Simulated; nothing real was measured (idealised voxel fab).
Process module under the name voxel transistor to metal
Shown is cross-section cut, with a width of 180 nm and square cells of size 5 nm.
Reading order for cross-sections: top band down to bottom band. Underlying form: a grid of square cells. Band size: one or more rows of cells. A band entry consists of two parts. The first gives the height of the band's top and the height of its bottom, in nm. The rest lists the band's materials from left to right, each with its width in nm. A single material labelled with the word "everywhere" fills the band from edge to edge, and the word "blank" marks empty space. Height datum 0, below which the as-received substrate wafer is one material. Lowest band open at the bottom, running downward: "top 0, no bottom". Read "30->40" as a graded width: first number on top, second number at the bottom, same change between each pair of neighbouring rows. The cross-section has no changed cell in any step marked "no modifications". "Closed internal cavities" enumerates empty spaces isolated from the top, with no open way to it, that contain at least 8 cells, giving each as width x height at distance from the left edge, all three in nm. Read whatever lies past the settings on a step's line as the simulator's own remark about the step. A step's line can hold "overlay nm"; with a mask on that step, the setting says how far right of the planned place the mask lay, while a negative setting says it lay to the left.
[Intended process steps]
1 RECEIVE,material Si
2 CONFORMAL_DEP,material SiO2,thk nm 5
3 CONFORMAL_DEP,material SiN,thk nm 10
4 MASKED_ETCH,tone cover,mask id ACTIVE,width nm 95,etch materials SiN,depth nm 10,overlay nm 0
5 MASKED_ETCH,tone cover,mask id ACTIVE,width nm 95,etch materials SiO2,depth nm 5,overlay nm 0
6 MASKED_ETCH,tone cover,mask id ACTIVE,width nm 95,etch materials Si,depth nm 35,overlay nm 0
7 OXIDIZE,depth nm 5
8 FILL_DEP,material SiO2,thk nm 10
9 CMP,height nm 15
10 SELECTIVE_ETCH,etch materials SiO2,depth nm 10
11 STRIP,etch materials SiN
12 SELECTIVE_ETCH,etch materials SiO2,depth nm 5
13 OXIDIZE,depth nm 5
14 DIRECTIONAL_DEP,material polySi,thk nm 30
15 DIRECTIONAL_DEP,material SiCN,thk nm 15
16 PATTERN,tone cover,mask id GATE,material resist,width nm 25,thk nm 15,overlay nm 0
17 DIRECTIONAL_ETCH,etch materials SiCN,depth nm 25
18 DIRECTIONAL_ETCH,etch materials polySi,depth nm 40
19 STRIP,etch materials resist
20 CONFORMAL_DEP,material SiN,thk nm 5
21 DIRECTIONAL_ETCH,etch materials SiN,depth nm 5
22 DIRECTIONAL_ETCH,etch materials SiO2,depth nm 5
23 EPI,material SiGe,thk nm 5
24 FILL_DEP,material SiO2,thk nm 5
25 CMP,height nm 30
26 STRIP,etch materials polySi
27 SELECTIVE_ETCH,etch materials SiO2,depth nm 5
28 CONFORMAL_DEP,material HfO2,thk nm 5
29 CONFORMAL_DEP,material TiN,thk nm 5
30 FILL_DEP,material W,thk nm 10
31 CMP,height nm 25
32 DIRECTIONAL_DEP,material SiO2,thk nm 15
33 PATTERN,tone open,mask id CONTACT,material resist,width nm 15,pitch nm 70,thk nm 15,overlay nm 0
34 DIRECTIONAL_ETCH,etch materials SiO2,depth nm 40
35 STRIP,etch materials resist
36 CONFORMAL_DEP,material TiN,thk nm 5
37 FILL_DEP,material Ru,thk nm 10
38 CMP,height nm 40
39 CONFORMAL_DEP,material SiN,thk nm 5
40 DIRECTIONAL_DEP,material SiO2,thk nm 25
41 PATTERN,tone open,mask id METAL_1,material resist,width nm 15,pitch nm 70,thk nm 15,overlay nm 0
42 DIRECTIONAL_ETCH,etch materials SiO2,depth nm 25
43 DIRECTIONAL_ETCH,etch materials SiN,depth nm 5
44 STRIP,etch materials resist
45 CONFORMAL_DEP,material TiN,thk nm 5
46 FILL_DEP,material Cu,thk nm 10
47 CMP,height nm 70
48 CONFORMAL_DEP,material SiCN,thk nm 5
49 DIRECTIONAL_DEP,material SiO2,thk nm 30
50 DIRECTIONAL_DEP,material aC,thk nm 10
51 PATTERN,tone open,mask id METAL_2,material resist,width nm 15,pitch nm 70,thk nm 25,overlay nm 0
52 DIRECTIONAL_ETCH,etch materials aC,depth nm 10
53 STRIP,etch materials resist
54 DIRECTIONAL_ETCH,etch materials SiO2,depth nm 15
55 STRIP,etch materials aC
56 DIRECTIONAL_DEP,material aC,thk nm 15
57 PATTERN,tone open,mask id METAL_2_HOLES,material resist,width nm 15,pitch nm 70,thk nm 30,overlay nm 0
58 DIRECTIONAL_ETCH,etch materials aC,depth nm 15
59 STRIP,etch materials resist
60 DIRECTIONAL_ETCH,etch materials SiO2,depth nm 15
61 DIRECTIONAL_ETCH,etch materials SiCN,depth nm 5
62 STRIP,etch materials aC
63 CONFORMAL_DEP,material TiN,thk nm 5
64 FILL_DEP,material Cu,thk nm 10
65 CMP,height nm 105
66 CONFORMAL_DEP,material SiCN,thk nm 5
The plan's step 33 width nm is the first wafer's value; the wafers differ in this setting and start identical.
[Cross-section of the first incoming wafer of several, state after step 1]
- top 0, no bottom | Si everywhere
- Closed internal cavities: none
[Rows = wafers. At module end, each row lists per material the cells gained (+) or lost (-) since the wafer was received, then the closed voids]
width nm 15; +22 Cu; +17 HfO2; +14 Ru; -169 Si; +66 SiCN; +12 SiGe; +40 SiN; +685 SiO2; +101 TiN; +4 W; Closed internal cavities: none
width nm 20; +22 Cu; +17 HfO2; +28 Ru; -169 Si; +66 SiCN; +12 SiGe; +40 SiN; +669 SiO2; +103 TiN; +4 W; Closed internal cavities: none
width nm 25; +22 Cu; +17 HfO2; +42 Ru; -169 Si; +66 SiCN; +12 SiGe; +40 SiN; +653 SiO2; +105 TiN; +4 W; Closed internal cavities: none
width nm 30; +22 Cu; +17 HfO2; +56 Ru; -169 Si; +66 SiCN; +12 SiGe; +40 SiN; +637 SiO2; +107 TiN; +4 W; Closed internal cavities: none
